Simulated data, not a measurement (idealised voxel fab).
Documented hereafter: the process module known as voxel spacer lines.
Displayed cross-section: cut, width of 210 nm, square cells sized 5 nm.
A cross-section in this document is a grid of square cells, and it is written down as bands, the top band listed before the ones below it; a band is made up of one or more rows of cells. For a band, the entry starts with two heights in nm, that of the top and then that of the bottom, and carries on with the band's materials in order from left to right, each alongside its width in nm; the word "full width" beside a single material means it fills the band edge to edge, and "air" means empty space. Basically, 0 is our baseline, since under it the wafer straight out of the box is all one material. The bottom band has no lower end and keeps on going down, so it looks like "0 down". Width: "30 to 40" (first number = top row, second number = bottom row, same change from row to row of cells). "changes: none" for a step: no cell of the cross-section changed in that step. "Completely sealed voids" enumerates empty spaces isolated from the top, with no open way to it, that contain at least 8 cells, giving each as width x height at distance from the left edge, all three in nm. Heads up: the bit after the settings on a step's line is the simulator's remark on that step. Regarding "overlay nm": on a step with a mask, it is the distance the mask lay to the right of its planned place; a negative value places it to the left.
## Set out below are the planned steps of the process
| 1 | RECEIVE: material Si |
| 2 | CONFORMAL_DEP: material Al2O3, thk nm 5 |
| 3 | DIRECTIONAL_DEP: material polySi, thk nm 15 |
| 4 | DIRECTIONAL_DEP: material aC, thk nm 20 |
| 5 | PATTERN: tone cover, mask id MANDREL, material resist, width nm 15, pitch nm 60, thk nm 25, overlay nm 0 |
| 6 | DIRECTIONAL_ETCH: etch materials aC, depth nm 20 |
| 7 | STRIP: etch materials resist |
| 8 | CONFORMAL_DEP: material SiO2, thk nm 15 |
| 9 | DIRECTIONAL_ETCH: etch materials SiO2, depth nm 15 |
| 10 | STRIP: etch materials aC |
| 11 | DIRECTIONAL_ETCH: etch materials polySi, depth nm 15 |
| 12 | STRIP: etch materials SiO2 |
| 13 | FILL_DEP: material SiO2, thk nm 10 |
| 14 | CMP: height nm 20 |
## Of two wafers, the first: run according to plan
## So this is the incoming wafer in cross-section - it's already been through step 1
    0 down: Si full width
    Completely sealed voids: none
## Cross-sectional representation of the wafer at the conclusion of step 2
    5 to 0: Al2O3 full width
    All layers under 0 are left as they were.
## Cross-sectional representation of the wafer at the conclusion of step 3
    20 to 5: polySi full width
    All layers under 5 are left as they were.
## Cross-sectional representation of the wafer at the conclusion of step 4
    40 to 20: aC full width
    All layers under 20 are left as they were.
## Cross-sectional representation of the wafer at the conclusion of step 5
    65 to 40: 65 air, then 15 resist, then 45 air, then 15 resist, then 70 air
    All layers under 40 are left as they were.
## Cross-sectional representation of the wafer at the conclusion of step 6
    45 to 40: 65 air, then 15 resist, then 45 air, then 15 resist, then 70 air
    40 to 20: 65 air, then 15 aC, then 45 air, then 15 aC, then 70 air
    All layers under 20 are left as they were.
## Cross-sectional representation of the wafer at the conclusion of step 7
    40 to 20: 65 air, then 15 aC, then 45 air, then 15 aC, then 70 air
    All layers under 20 are left as they were.
## Cross-sectional representation of the wafer at the conclusion of step 8
    55 to 40: 50 air, then 45 SiO2, then 15 air, then 45 SiO2, then 55 air
    40 to 35: 50 air, then 15 SiO2, then 15 aC, then 15 SiO2, then 15 air, then 15 SiO2, then 15 aC, then 15 SiO2, then 55 air
    35 to 20: 65 SiO2, then 15 aC, then 45 SiO2, then 15 aC, then 70 SiO2
    All layers under 20 are left as they were.
## Cross-sectional representation of the wafer at the conclusion of step 9
    40 to 20: 50 air, then 15 SiO2, then 15 aC, then 15 SiO2, then 15 air, then 15 SiO2, then 15 aC, then 15 SiO2, then 55 air
    All layers under 20 are left as they were.
## Cross-sectional representation of the wafer at the conclusion of step 10
    40 to 20: 50 air, then 15 SiO2, then 15 air, then 15 SiO2, then 15 air, then 15 SiO2, then 15 air, then 15 SiO2, then 55 air
    All layers under 20 are left as they were.
## Cross-sectional representation of the wafer at the conclusion of step 11
    40 to 20: 50 air, then 15 SiO2, then 15 air, then 15 SiO2, then 15 air, then 15 SiO2, then 15 air, then 15 SiO2, then 55 air
    20 to 5: 50 air, then 15 polySi, then 15 air, then 15 polySi, then 15 air, then 15 polySi, then 15 air, then 15 polySi, then 55 air
    All layers under 5 are left as they were.
## Cross-sectional representation of the wafer at the conclusion of step 12
    20 to 5: 50 air, then 15 polySi, then 15 air, then 15 polySi, then 15 air, then 15 polySi, then 15 air, then 15 polySi, then 55 air
    All layers under 5 are left as they were.
## Cross-sectional representation of the wafer at the conclusion of step 13
    30 to 20: SiO2 full width
    20 to 5: 50 SiO2, then 15 polySi, then 15 SiO2, then 15 polySi, then 15 SiO2, then 15 polySi, then 15 SiO2, then 15 polySi, then 55 SiO2
    All layers under 5 are left as they were.
## Cross-sectional representation of the wafer at the conclusion of step 14
    20 to 5: 50 SiO2, then 15 polySi, then 15 SiO2, then 15 polySi, then 15 SiO2, then 15 polySi, then 15 SiO2, then 15 polySi, then 55 SiO2
    All layers under 5 are left as they were.
## Regarding the second of the two wafers: it shared the first wafer's starting condition and process plan, yet one error occurred during its execution. Its history coincides with that of the first wafer up to and including step 4
## Second wafer at the planned finish of step 5, seen in cross-section
    65 to 40: 70 air, then 15 resist, then 45 air, then 15 resist, then 65 air
    All layers under 40 are left as they were.
## Second wafer at the planned finish of step 6, seen in cross-section
    45 to 40: 70 air, then 15 resist, then 45 air, then 15 resist, then 65 air
    40 to 20: 70 air, then 15 aC, then 45 air, then 15 aC, then 65 air
    All layers under 20 are left as they were.
## Second wafer at the planned finish of step 7, seen in cross-section
    40 to 20: 70 air, then 15 aC, then 45 air, then 15 aC, then 65 air
    All layers under 20 are left as they were.
## Second wafer at the planned finish of step 8, seen in cross-section
    55 to 40: 55 air, then 45 SiO2, then 15 air, then 45 SiO2, then 50 air
    40 to 35: 55 air, then 15 SiO2, then 15 aC, then 15 SiO2, then 15 air, then 15 SiO2, then 15 aC, then 15 SiO2, then 50 air
    35 to 20: 70 SiO2, then 15 aC, then 45 SiO2, then 15 aC, then 65 SiO2
    All layers under 20 are left as they were.
## Second wafer at the planned finish of step 9, seen in cross-section
    40 to 20: 55 air, then 15 SiO2, then 15 aC, then 15 SiO2, then 15 air, then 15 SiO2, then 15 aC, then 15 SiO2, then 50 air
    All layers under 20 are left as they were.
## Second wafer at the planned finish of step 10, seen in cross-section
    40 to 20: 55 air, then 15 SiO2, then 15 air, then 15 SiO2, then 15 air, then 15 SiO2, then 15 air, then 15 SiO2, then 50 air
    All layers under 20 are left as they were.
## Second wafer at the planned finish of step 11, seen in cross-section
    40 to 20: 55 air, then 15 SiO2, then 15 air, then 15 SiO2, then 15 air, then 15 SiO2, then 15 air, then 15 SiO2, then 50 air
    20 to 5: 55 air, then 15 polySi, then 15 air, then 15 polySi, then 15 air, then 15 polySi, then 15 air, then 15 polySi, then 50 air
    All layers under 5 are left as they were.
## Second wafer at the planned finish of step 12, seen in cross-section
    20 to 5: 55 air, then 15 polySi, then 15 air, then 15 polySi, then 15 air, then 15 polySi, then 15 air, then 15 polySi, then 50 air
    All layers under 5 are left as they were.
## Second wafer at the planned finish of step 13, seen in cross-section
    30 to 20: SiO2 full width
    20 to 5: 55 SiO2, then 15 polySi, then 15 SiO2, then 15 polySi, then 15 SiO2, then 15 polySi, then 15 SiO2, then 15 polySi, then 50 SiO2
    All layers under 5 are left as they were.
## Second wafer at the planned finish of step 14, seen in cross-section
    20 to 5: 55 SiO2, then 15 polySi, then 15 SiO2, then 15 polySi, then 15 SiO2, then 15 polySi, then 15 SiO2, then 15 polySi, then 50 SiO2
    All layers under 5 are left as they were.
It is concluded that the wafer was processed incorrectly with respect to the plan, in that it should be noted that step 5 was executed with settings other than those planned, the operation and settings actually applied being PATTERN: tone cover, mask id MANDREL, material resist, width nm 15, pitch nm 60, thk nm 25, overlay nm 5
The two final wafers agree on how many cells each material fills and disagree on which cells those are.
